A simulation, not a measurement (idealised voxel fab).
process module | voxel quadruple lines
cross-section cut | 245 nm wide | cells 5 nm
A cross-section is a grid of square cells, given in bands from the top down. A band is one or more rows of cells.
Each band's line starts with the height of the band's top and of its bottom, in nm. Then come its materials from left to right, each with its width in nm. One material with "throughout" fills the band from edge to edge. "air" is empty space.
Height 0 is the level under which the wafer as received is all one material. The lowest band goes on downwards, as in "0 down".
A width such as "30 to 40" changes by the same amount from each row of cells to the next, from the band's top row to its bottom row.
"no change" after a step means that no cell of the cross-section changed.
closed voids: empty space of 8 cells or more with no open way to the top, each as width x height at its distance from the left edge, in nm
after a step's settings: what the simulator itself notes on the step
overlay nm, on a step with a mask: how far to the right of its planned place the mask lay; to the left if negative
plan
1 op RECEIVE | material Si
2 op CONFORMAL_DEP | material Al2O3 | thk nm 5
3 op DIRECTIONAL_DEP | material TiN | thk nm 10
4 op DIRECTIONAL_DEP | material polySi | thk nm 20
5 op DIRECTIONAL_DEP | material aC | thk nm 20
6 op PATTERN | tone cover | mask id MANDREL | material resist | width nm 20 | pitch nm 60 | thk nm 25 | overlay nm 0
7 op DIRECTIONAL_ETCH | etch materials aC | depth nm 20
8 op STRIP | etch materials resist
9 op CONFORMAL_DEP | material SiO2 | thk nm 10
10 op DIRECTIONAL_ETCH | etch materials SiO2 | depth nm 10
11 op STRIP | etch materials aC
12 op DIRECTIONAL_ETCH | etch materials polySi | depth nm 20
13 op STRIP | etch materials SiO2
14 op CONFORMAL_DEP | material SiCN | thk nm 5
15 op DIRECTIONAL_ETCH | etch materials SiCN | depth nm 5
16 op STRIP | etch materials polySi
17 op DIRECTIONAL_ETCH | etch materials TiN | depth nm 10
18 op STRIP | etch materials SiCN
19 op FILL_DEP | material SiO2 | thk nm 5
20 op CMP | height nm 15
first wafer, as planned
as received, after step 1
  0 down: Si throughout
  closed voids: none
after step 2
  5 to 0: Al2O3 throughout
  below 0: unchanged
after step 3
  15 to 5: TiN throughout
  below 5: unchanged
after step 4
  35 to 15: polySi throughout
  below 15: unchanged
after step 5
  55 to 35: aC throughout
  below 35: unchanged
after step 6
  80 to 55: air 80 | resist 20 | air 40 | resist 20 | air 85
  below 55: unchanged
after step 7
  60 to 55: air 80 | resist 20 | air 40 | resist 20 | air 85
  55 to 35: air 80 | aC 20 | air 40 | aC 20 | air 85
  below 35: unchanged
after step 8
  55 to 35: air 80 | aC 20 | air 40 | aC 20 | air 85
  below 35: unchanged
after step 9
  65 to 55: air 70 | SiO2 40 | air 20 | SiO2 40 | air 75
  55 to 45: air 70 | SiO2 10 | aC 20 | SiO2 10 | air 20 | SiO2 10 | aC 20 | SiO2 10 | air 75
  45 to 35: SiO2 80 | aC 20 | SiO2 40 | aC 20 | SiO2 85
  below 35: unchanged
after step 10
  55 to 35: air 70 | SiO2 10 | aC 20 | SiO2 10 | air 20 | SiO2 10 | aC 20 | SiO2 10 | air 75
  below 35: unchanged
after step 11
  55 to 35: air 70 | SiO2 10 | air 20 | SiO2 10 | air 20 | SiO2 10 | air 20 | SiO2 10 | air 75
  below 35: unchanged
after step 12
  55 to 35: air 70 | SiO2 10 | air 20 | SiO2 10 | air 20 | SiO2 10 | air 20 | SiO2 10 | air 75
  35 to 15: air 70 | polySi 10 | air 20 | polySi 10 | air 20 | polySi 10 | air 20 | polySi 10 | air 75
  below 15: unchanged
after step 13
  35 to 15: air 70 | polySi 10 | air 20 | polySi 10 | air 20 | polySi 10 | air 20 | polySi 10 | air 75
  below 15: unchanged
after step 14
  40 to 35: air 65 | SiCN 20 | air 10 | SiCN 20 | air 10 | SiCN 20 | air 10 | SiCN 20 | air 70
  35 to 20: air 65 | SiCN 5 | polySi 10 | SiCN 5 | air 10 | SiCN 5 | polySi 10 | SiCN 5 | air 10 | SiCN 5 | polySi 10 | SiCN 5 | air 10 | SiCN 5 | polySi 10 | SiCN 5 | air 70
  20 to 15: SiCN 70 | polySi 10 | SiCN 20 | polySi 10 | SiCN 20 | polySi 10 | SiCN 20 | polySi 10 | SiCN 75
  below 15: unchanged
after step 15
  35 to 15: air 65 | SiCN 5 | polySi 10 | SiCN 5 | air 10 | SiCN 5 | polySi 10 | SiCN 5 | air 10 | SiCN 5 | polySi 10 | SiCN 5 | air 10 | SiCN 5 | polySi 10 | SiCN 5 | air 70
  below 15: unchanged
after step 16
  35 to 15: air 65 | SiCN 5 | air 10 | SiCN 5 | air 10 | SiCN 5 | air 10 | SiCN 5 | air 10 | SiCN 5 | air 10 | SiCN 5 | air 10 | SiCN 5 | air 10 | SiCN 5 | air 70
  below 15: unchanged
after step 17
  35 to 15: air 65 | SiCN 5 | air 10 | SiCN 5 | air 10 | SiCN 5 | air 10 | SiCN 5 | air 10 | SiCN 5 | air 10 | SiCN 5 | air 10 | SiCN 5 | air 10 | SiCN 5 | air 70
  15 to 5: air 65 | TiN 5 | air 10 | TiN 5 | air 10 | TiN 5 | air 10 | TiN 5 | air 10 | TiN 5 | air 10 | TiN 5 | air 10 | TiN 5 | air 10 | TiN 5 | air 70
  below 5: unchanged
after step 18
  15 to 5: air 65 | TiN 5 | air 10 | TiN 5 | air 10 | TiN 5 | air 10 | TiN 5 | air 10 | TiN 5 | air 10 | TiN 5 | air 10 | TiN 5 | air 10 | TiN 5 | air 70
  below 5: unchanged
after step 19
  20 to 15: SiO2 throughout
  15 to 5: SiO2 65 | TiN 5 | SiO2 10 | TiN 5 | SiO2 10 | TiN 5 | SiO2 10 | TiN 5 | SiO2 10 | TiN 5 | SiO2 10 | TiN 5 | SiO2 10 | TiN 5 | SiO2 10 | TiN 5 | SiO2 70
  below 5: unchanged
after step 20
  15 to 5: SiO2 65 | TiN 5 | SiO2 10 | TiN 5 | SiO2 10 | TiN 5 | SiO2 10 | TiN 5 | SiO2 10 | TiN 5 | SiO2 10 | TiN 5 | SiO2 10 | TiN 5 | SiO2 10 | TiN 5 | SiO2 70
  below 5: unchanged
second wafer: like start, like plan, one mistake. Through step 1 it matches the first wafer
when step 2 should have ended
  5 to 0: SiO2 throughout
  below 0: unchanged
when step 3 should have ended
  15 to 5: TiN throughout
  below 5: unchanged
when step 4 should have ended
  35 to 15: polySi throughout
  below 15: unchanged
when step 5 should have ended
  55 to 35: aC throughout
  below 35: unchanged
when step 6 should have ended
  80 to 55: air 80 | resist 20 | air 40 | resist 20 | air 85
  below 55: unchanged
when step 7 should have ended
  60 to 55: air 80 | resist 20 | air 40 | resist 20 | air 85
  55 to 35: air 80 | aC 20 | air 40 | aC 20 | air 85
  below 35: unchanged
when step 8 should have ended
  55 to 35: air 80 | aC 20 | air 40 | aC 20 | air 85
  below 35: unchanged
when step 9 should have ended
  65 to 55: air 70 | SiO2 40 | air 20 | SiO2 40 | air 75
  55 to 45: air 70 | SiO2 10 | aC 20 | SiO2 10 | air 20 | SiO2 10 | aC 20 | SiO2 10 | air 75
  45 to 35: SiO2 80 | aC 20 | SiO2 40 | aC 20 | SiO2 85
  below 35: unchanged
when step 10 should have ended
  55 to 35: air 70 | SiO2 10 | aC 20 | SiO2 10 | air 20 | SiO2 10 | aC 20 | SiO2 10 | air 75
  below 35: unchanged
when step 11 should have ended
  55 to 35: air 70 | SiO2 10 | air 20 | SiO2 10 | air 20 | SiO2 10 | air 20 | SiO2 10 | air 75
  below 35: unchanged
when step 12 should have ended
  55 to 35: air 70 | SiO2 10 | air 20 | SiO2 10 | air 20 | SiO2 10 | air 20 | SiO2 10 | air 75
  35 to 15: air 70 | polySi 10 | air 20 | polySi 10 | air 20 | polySi 10 | air 20 | polySi 10 | air 75
  below 15: unchanged
when step 13 should have ended
  35 to 15: air 70 | polySi 10 | air 20 | polySi 10 | air 20 | polySi 10 | air 20 | polySi 10 | air 75
  below 15: unchanged
when step 14 should have ended
  40 to 35: air 65 | SiCN 20 | air 10 | SiCN 20 | air 10 | SiCN 20 | air 10 | SiCN 20 | air 70
  35 to 20: air 65 | SiCN 5 | polySi 10 | SiCN 5 | air 10 | SiCN 5 | polySi 10 | SiCN 5 | air 10 | SiCN 5 | polySi 10 | SiCN 5 | air 10 | SiCN 5 | polySi 10 | SiCN 5 | air 70
  20 to 15: SiCN 70 | polySi 10 | SiCN 20 | polySi 10 | SiCN 20 | polySi 10 | SiCN 20 | polySi 10 | SiCN 75
  below 15: unchanged
when step 15 should have ended
  35 to 15: air 65 | SiCN 5 | polySi 10 | SiCN 5 | air 10 | SiCN 5 | polySi 10 | SiCN 5 | air 10 | SiCN 5 | polySi 10 | SiCN 5 | air 10 | SiCN 5 | polySi 10 | SiCN 5 | air 70
  below 15: unchanged
when step 16 should have ended
  35 to 15: air 65 | SiCN 5 | air 10 | SiCN 5 | air 10 | SiCN 5 | air 10 | SiCN 5 | air 10 | SiCN 5 | air 10 | SiCN 5 | air 10 | SiCN 5 | air 10 | SiCN 5 | air 70
  below 15: unchanged
when step 17 should have ended
  35 to 15: air 65 | SiCN 5 | air 10 | SiCN 5 | air 10 | SiCN 5 | air 10 | SiCN 5 | air 10 | SiCN 5 | air 10 | SiCN 5 | air 10 | SiCN 5 | air 10 | SiCN 5 | air 70
  15 to 5: air 65 | TiN 5 | air 10 | TiN 5 | air 10 | TiN 5 | air 10 | TiN 5 | air 10 | TiN 5 | air 10 | TiN 5 | air 10 | TiN 5 | air 10 | TiN 5 | air 70
  below 5: unchanged
when step 18 should have ended
  15 to 5: air 65 | TiN 5 | air 10 | TiN 5 | air 10 | TiN 5 | air 10 | TiN 5 | air 10 | TiN 5 | air 10 | TiN 5 | air 10 | TiN 5 | air 10 | TiN 5 | air 70
  below 5: unchanged
when step 19 should have ended
  20 to 15: SiO2 throughout
  15 to 5: SiO2 65 | TiN 5 | SiO2 10 | TiN 5 | SiO2 10 | TiN 5 | SiO2 10 | TiN 5 | SiO2 10 | TiN 5 | SiO2 10 | TiN 5 | SiO2 10 | TiN 5 | SiO2 10 | TiN 5 | SiO2 70
  below 5: unchanged
when step 20 should have ended
  15 to 5: SiO2 65 | TiN 5 | SiO2 10 | TiN 5 | SiO2 10 | TiN 5 | SiO2 10 | TiN 5 | SiO2 10 | TiN 5 | SiO2 10 | TiN 5 | SiO2 10 | TiN 5 | SiO2 10 | TiN 5 | SiO2 70
  below 5: unchanged
what went wrong: step 2 ran as: op CONFORMAL_DEP | material SiO2 | thk nm 5
at the end the second wafer has, in cells: 49 fewer of Al2O3 | 49 more of SiO2
